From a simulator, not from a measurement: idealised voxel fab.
process module | voxel ribs on slabs
cross-section cut | 150 nm wide | cells 5 nm
A cross-section is a grid of square cells, given in bands from the top down. A band is one or more rows of cells.
Each band's line starts with the height of the band's top and of its bottom, in nm. Then come its materials from left to right, each with its width in nm. One material with "throughout" fills the band from edge to edge. "air" is empty space.
Height 0 is the level under which the wafer as received is all one material. The lowest band goes on downwards, as in "0 down".
A width such as "30 to 40" changes by the same amount from each row of cells to the next, from the band's top row to its bottom row.
"no change" after a step means that no cell of the cross-section changed.
closed voids: empty space of 8 cells or more with no open way to the top, each as width x height at its distance from the left edge, in nm
after a step's settings: what the simulator itself notes on the step
overlay nm, on a step with a mask: how far to the right of its planned place the mask lay; to the left if negative
plan
1 op RECEIVE | material Si
2 op DIRECTIONAL_DEP | material SiO2 | thk nm 30
3 op DIRECTIONAL_DEP | material SiN | thk nm 15
4 op MASKED_ETCH | tone cover | mask id RIB | width nm 30 | etch materials SiN | depth nm 5 | overlay nm 0
5 op PATTERN | tone cover | mask id SLAB | material resist | width nm 60 | thk nm 20 | overlay nm 0
6 op DIRECTIONAL_ETCH | etch materials SiN | depth nm 10
7 op STRIP | etch materials resist
8 op FILL_DEP | material SiO2 | thk nm 20
9 op CMP | height nm 55
10 op DIRECTIONAL_DEP | material TiN | thk nm 10
11 op MASKED_ETCH | tone cover | mask id HEATER | width nm 40 | etch materials TiN | depth nm 10 | overlay nm 0
12 op CONFORMAL_DEP | material SiO2 | thk nm 5
first wafer, as planned
as received, after step 1
  0 down: Si throughout
  closed voids: none
after step 2
  30 to 0: SiO2 throughout
  below 0: unchanged
after step 3
  45 to 30: SiN throughout
  below 30: unchanged
after step 4
  45 to 40: air 60 | SiN 30 | air 60
  below 40: unchanged
after step 5
  65 to 45: air 45 | resist 60 | air 45
  45 to 40: air 45 | resist 15 | SiN 30 | resist 15 | air 45
  below 40: unchanged
after step 6
  65 to 45: air 45 | resist 60 | air 45
  45 to 40: air 45 | resist 15 | SiN 30 | resist 15 | air 45
  40 to 30: air 45 | SiN 60 | air 45
  below 30: unchanged
after step 7
  45 to 40: air 60 | SiN 30 | air 60
  below 40: unchanged
after step 8
  65 to 45: SiO2 throughout
  45 to 40: SiO2 60 | SiN 30 | SiO2 60
  40 to 30: SiO2 45 | SiN 60 | SiO2 45
  below 30: unchanged
after step 9
  55 to 45: SiO2 throughout
  below 45: unchanged
after step 10
  65 to 55: TiN throughout
  below 55: unchanged
after step 11
  65 to 55: air 55 | TiN 40 | air 55
  below 55: unchanged
after step 12
  70 to 65: air 50 | SiO2 50 | air 50
  65 to 60: air 50 | SiO2 5 | TiN 40 | SiO2 5 | air 50
  60 to 55: SiO2 55 | TiN 40 | SiO2 55
  below 55: unchanged
second wafer: like start, like plan, one mistake. Through step 4 it matches the first wafer
when step 5 should have ended
  65 to 45: resist 45 | air 60 | resist 45
  45 to 40: resist 45 | air 15 | SiN 30 | air 15 | resist 45
  below 40: unchanged
when step 6 should have ended
  65 to 40: resist 45 | air 60 | resist 45
  40 to 35: SiN 45 | air 60 | SiN 45
  35 to 30: SiN 45 | air 15 | SiN 30 | air 15 | SiN 45
  below 30: unchanged
when step 7 should have ended
  40 to 35: SiN 45 | air 60 | SiN 45
  below 35: unchanged
when step 8 should have ended
  60 to 40: SiO2 throughout
  40 to 35: SiN 45 | SiO2 60 | SiN 45
  35 to 30: SiN 45 | SiO2 15 | SiN 30 | SiO2 15 | SiN 45
  below 30: unchanged
when step 9 should have ended
  55 to 40: SiO2 throughout
  below 40: unchanged
when step 10 should have ended
  65 to 55: TiN throughout
  below 55: unchanged
when step 11 should have ended
  65 to 55: air 55 | TiN 40 | air 55
  below 55: unchanged
when step 12 should have ended
  70 to 65: air 50 | SiO2 50 | air 50
  65 to 60: air 50 | SiO2 5 | TiN 40 | SiO2 5 | air 50
  60 to 55: SiO2 55 | TiN 40 | SiO2 55
  below 55: unchanged
what went wrong: step 5 ran as: op PATTERN | tone open | mask id SLAB | material resist | width nm 60 | thk nm 20 | overlay nm 0
at the end the second wafer has, in cells: 12 more of SiN | 12 fewer of SiO2
